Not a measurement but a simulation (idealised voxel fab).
voxel gate over fins: a process module
FYI the section here is cut, 205 nm wide, cells are 5 nm squares.
We lay out every cross-section as a grid of square cells and spell it out in bands from the top down, where one band means one or more rows of cells. Within each band entry, the heights of the top and of the bottom of the band appear first, in that order and in nm; the materials of the band then follow from left to right, each with its corresponding width in nm. The designation "full width" on a single material indicates that it fills the band from edge to edge; the designation "air" indicates empty space. Heights are measured from 0, the level below which the as-received wafer is all one material; the lowest band has no bottom and continues downward, written as in "0 nm and below". Note: "30->40" means the width goes from the first number (top row of the band) to the second number (bottom row) in equal steps per row of cells. "nothing different" -> step changed no cross-section cell. Basically, "Unvented internal voids" tells you about the enclosed voids: empty spaces with no open way to the top, 8 cells or bigger, each written width x height at distance, where distance is from the left edge, all in nm. after a step's settings: what the simulator itself notes on the step. "overlay nm" answers the question of how far to the right of plan the mask lay on a step that has a mask, and when it is negative the answer is to the left.

THESE ARE THE STEPS WE PLANNED FOR THE PROCESS
step 1: RECEIVE (material Si)
step 2: CONFORMAL_DEP (material SiN; thk nm 10)
step 3: PATTERN (tone cover; mask id FINS; material resist; width nm 15; pitch nm 35; thk nm 15; overlay nm 0)
step 4: DIRECTIONAL_ETCH (etch materials SiN; depth nm 10)
step 5: DIRECTIONAL_ETCH (etch materials Si; depth nm 35)
step 6: STRIP (etch materials resist)
step 7: FILL_DEP (material SiO2; thk nm 10)
step 8: CMP (height nm 10)
step 9: SELECTIVE_ETCH (etch materials SiO2; depth nm 20)
step 10: STRIP (etch materials SiN)
step 11: CONFORMAL_DEP (material HfO2; thk nm 5)
step 12: CONFORMAL_DEP (material TiN; thk nm 5)
step 13: FILL_DEP (material W; thk nm 15)
step 14: CMP (height nm 20)
step 15: CONFORMAL_DEP (material SiCN; thk nm 10)

CROSS-SECTION: WAFER ON ARRIVAL = AFTER STEP 1
* 0 nm and below = Si full width
* Unvented internal voids: none

CROSS-SECTION: FIRST OF TWO WAFERS, MODULE FINISHED, RUN ACCORDING TO PLAN
* 30 nm to 20 nm = SiCN full width
* 20 nm to 10 nm = W full width
* 10 nm to 5 nm = W: 30, TiN: 140, W: 35
* 5 nm to 0 nm = W: 30, TiN: 5, HfO2: 25, TiN: 10, HfO2: 25, TiN: 10, HfO2: 25, TiN: 10, HfO2: 25, TiN: 5, W: 35
* 0 nm to -5 nm = TiN: 35, HfO2: 5, Si: 15, HfO2: 5, TiN: 10, HfO2: 5, Si: 15, HfO2: 5, TiN: 10, HfO2: 5, Si: 15, HfO2: 5, TiN: 10, HfO2: 5, Si: 15, HfO2: 5, TiN: 40
* -5 nm to -10 nm = HfO2: 40, Si: 15, HfO2: 20, Si: 15, HfO2: 20, Si: 15, HfO2: 20, Si: 15, HfO2: 45
* -10 nm to -35 nm = SiO2: 40, Si: 15, SiO2: 20, Si: 15, SiO2: 20, Si: 15, SiO2: 20, Si: 15, SiO2: 45
* -35 nm and below = Si full width
* Unvented internal voids: none

SECOND WAFER THROUGH THE MODULE, SECTIONED AT THE END: SAME BEGINNING AND SAME PLAN AS THE FIRST WAFER, WITH ONE MISTAKE IN CARRYING IT OUT
* 30 nm to 20 nm = SiCN full width
* 20 nm to 10 nm = W full width
* 10 nm to 5 nm = TiN full width
* 5 nm to 0 nm = HfO2: 45, TiN: 5, HfO2: 30, TiN: 5, HfO2: 30, TiN: 5, HfO2: 30, TiN: 5, HfO2: 50
* 0 nm to -5 nm = Si: 40, HfO2: 5, TiN: 5, HfO2: 5, Si: 20, HfO2: 5, TiN: 5, HfO2: 5, Si: 20, HfO2: 5, TiN: 5, HfO2: 5, Si: 20, HfO2: 5, TiN: 5, HfO2: 5, Si: 45
* -5 nm to -10 nm = Si: 40, HfO2: 15, Si: 20, HfO2: 15, Si: 20, HfO2: 15, Si: 20, HfO2: 15, Si: 45
* -10 nm to -35 nm = Si: 40, SiO2: 15, Si: 20, SiO2: 15, Si: 20, SiO2: 15, Si: 20, SiO2: 15, Si: 45
* -35 nm and below = Si full width
* Unvented internal voids: none
What went wrong in running the wafer? note that step 3 departed from the planned setting and was carried out as PATTERN (tone open; mask id FINS; material resist; width nm 15; pitch nm 35; thk nm 15; overlay nm 0)
End check, counted in cells, second wafer has more or fewer of these materials than the first: Si: 119 more | SiO2: 85 fewer | TiN: 8 fewer | W: 26 fewer
